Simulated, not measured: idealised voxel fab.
The document below concerns the process module designated voxel gate over fins.
Cross-sectional view cut (width: 190 nm; square cell size: 5 nm).
A cross-section is written here as square cells arranged in a grid, and it is given in bands from the top down, each band taking up one or more rows of cells. Band: top and bottom heights (nm) first, top before bottom; then materials from left to right, widths in nm. "full width" marks a sole material filling the band edge to edge. "air" denotes empty space. Where do heights start? At 0: under that level the wafer as delivered is made of one material only. And the lowest band has no floor; it just carries on downward, as in "0 nm and below". Top row gets the first number, bottom row gets the second, and each row in between changes by the same step: that is how a band width like "30 to 40" works. Take "no modifications" at face value: in the step it is given for, the cross-section changed in none of its cells. "Trapped cavities" lists enclosed empty spaces (at least 8 cells, no open path upward to the top), each as width x height at distance from the left edge, in nm. If you see something after the settings on a step's line, that's the simulator's own remark about that step. If you see "overlay nm" on a step's line and that step has a mask, it's telling you how far right of where it was planned the mask ended up; a negative number means it went left instead.

### Process steps foreseen in the plan
1) RECEIVE,material Si
2) CONFORMAL_DEP,material SiN,thk nm 10
3) PATTERN,tone cover,mask id FINS,material resist,width nm 15,pitch nm 50,thk nm 20,overlay nm 0
4) DIRECTIONAL_ETCH,etch materials SiN,depth nm 10
5) DIRECTIONAL_ETCH,etch materials Si,depth nm 30
6) STRIP,etch materials resist
7) FILL_DEP,material SiO2,thk nm 5
8) CMP,height nm 10
9) PATTERN,tone open,mask id RAIL,material resist,width nm 15,thk nm 15,overlay nm 0
10) DIRECTIONAL_ETCH,etch materials SiO2,depth nm 35
11) STRIP,etch materials resist
12) CONFORMAL_DEP,material TiN,thk nm 5
13) FILL_DEP,material Ru,thk nm 5
14) CMP,height nm 10
15) SELECTIVE_ETCH,etch materials W Ru TiN,depth nm 25
16) FILL_DEP,material SiO2,thk nm 5
17) CMP,height nm 10
18) SELECTIVE_ETCH,etch materials SiO2,depth nm 20
19) STRIP,etch materials SiN
20) CONFORMAL_DEP,material HfO2,thk nm 5
21) CONFORMAL_DEP,material TiN,thk nm 5
22) FILL_DEP,material W,thk nm 10
23) CMP,height nm 15
24) CONFORMAL_DEP,material SiCN,thk nm 10
Across this set of wafers, the varied parameter is the width nm of step 3. Starting conditions are identical for every wafer, and the plan reports the value assigned to the first wafer.

### Cut through the first of several wafers as received, post step 1
	0 nm and below | Si full width
	Trapped cavities: none

### End of the module, past its last step, step 24: how the first of several wafers looks in cross-section
	25 nm to 15 nm | SiCN full width
	15 nm to 10 nm | W full width
	10 nm to 5 nm | W: 50, then TiN: 35, then W: 15, then TiN: 35, then W: 55
	5 nm to 0 nm | W: 50, then TiN: 5, then HfO2: 25, then TiN: 5, then W: 15, then TiN: 5, then HfO2: 25, then TiN: 5, then W: 55
	0 nm to -5 nm | TiN: 55, then HfO2: 5, then Si: 15, then HfO2: 5, then TiN: 25, then HfO2: 5, then Si: 15, then HfO2: 5, then TiN: 60
	-5 nm to -10 nm | HfO2: 60, then Si: 15, then HfO2: 35, then Si: 15, then HfO2: 65
	-10 nm to -15 nm | SiO2: 60, then Si: 15, then SiO2: 35, then Si: 15, then SiO2: 65
	-15 nm to -20 nm | SiO2: 60, then Si: 15, then SiO2: 10, then TiN: 5, then Ru: 5, then TiN: 5, then SiO2: 10, then Si: 15, then SiO2: 65
	-20 nm to -25 nm | SiO2: 60, then Si: 15, then SiO2: 10, then TiN: 15, then SiO2: 10, then Si: 15, then SiO2: 65
	-25 nm to -30 nm | SiO2: 60, then Si: 15, then SiO2: 35, then Si: 15, then SiO2: 65
	-30 nm and below | Si full width
	Trapped cavities: none

### Final wafer of several, shown in cross-section at the end of the module
	25 nm to 15 nm | SiCN full width
	15 nm to 10 nm | W full width
	10 nm to 5 nm | W: 45, then TiN: 100, then W: 45
	5 nm to 0 nm | W: 45, then TiN: 5, then HfO2: 40, then TiN: 10, then HfO2: 40, then TiN: 5, then W: 45
	0 nm to -5 nm | TiN: 50, then HfO2: 5, then Si: 30, then HfO2: 5, then TiN: 10, then HfO2: 5, then Si: 30, then HfO2: 5, then TiN: 50
	-5 nm to -10 nm | HfO2: 55, then Si: 30, then HfO2: 20, then Si: 30, then HfO2: 55
	-10 nm to -15 nm | SiO2: 55, then Si: 30, then SiO2: 20, then Si: 30, then SiO2: 55
	-15 nm to -20 nm | SiO2: 55, then Si: 30, then TiN: 5, then Ru: 5, then TiN: 5, then SiO2: 5, then Si: 30, then SiO2: 55
	-20 nm to -25 nm | SiO2: 55, then Si: 30, then TiN: 15, then SiO2: 5, then Si: 30, then SiO2: 55
	-25 nm to -30 nm | SiO2: 55, then Si: 30, then SiO2: 20, then Si: 30, then SiO2: 55
	-30 nm and below | Si full width
	Trapped cavities: none

### Per wafer (row), end of module: delta in cells per material since receipt, (+) for gained, (-) for lost; closed voids after that
width nm 15 | +46 HfO2 | +1 Ru | -192 Si | +76 SiCN | +122 SiO2 | +51 TiN | +86 W | Trapped cavities: none
width nm 20 | +46 HfO2 | +1 Ru | -180 Si | +76 SiCN | +114 SiO2 | +51 TiN | +82 W | Trapped cavities: none
width nm 25 | +46 HfO2 | +1 Ru | -168 Si | +76 SiCN | +106 SiO2 | +51 TiN | +78 W | Trapped cavities: none
width nm 30 | +46 HfO2 | +1 Ru | -156 Si | +76 SiCN | +98 SiO2 | +51 TiN | +74 W | Trapped cavities: none
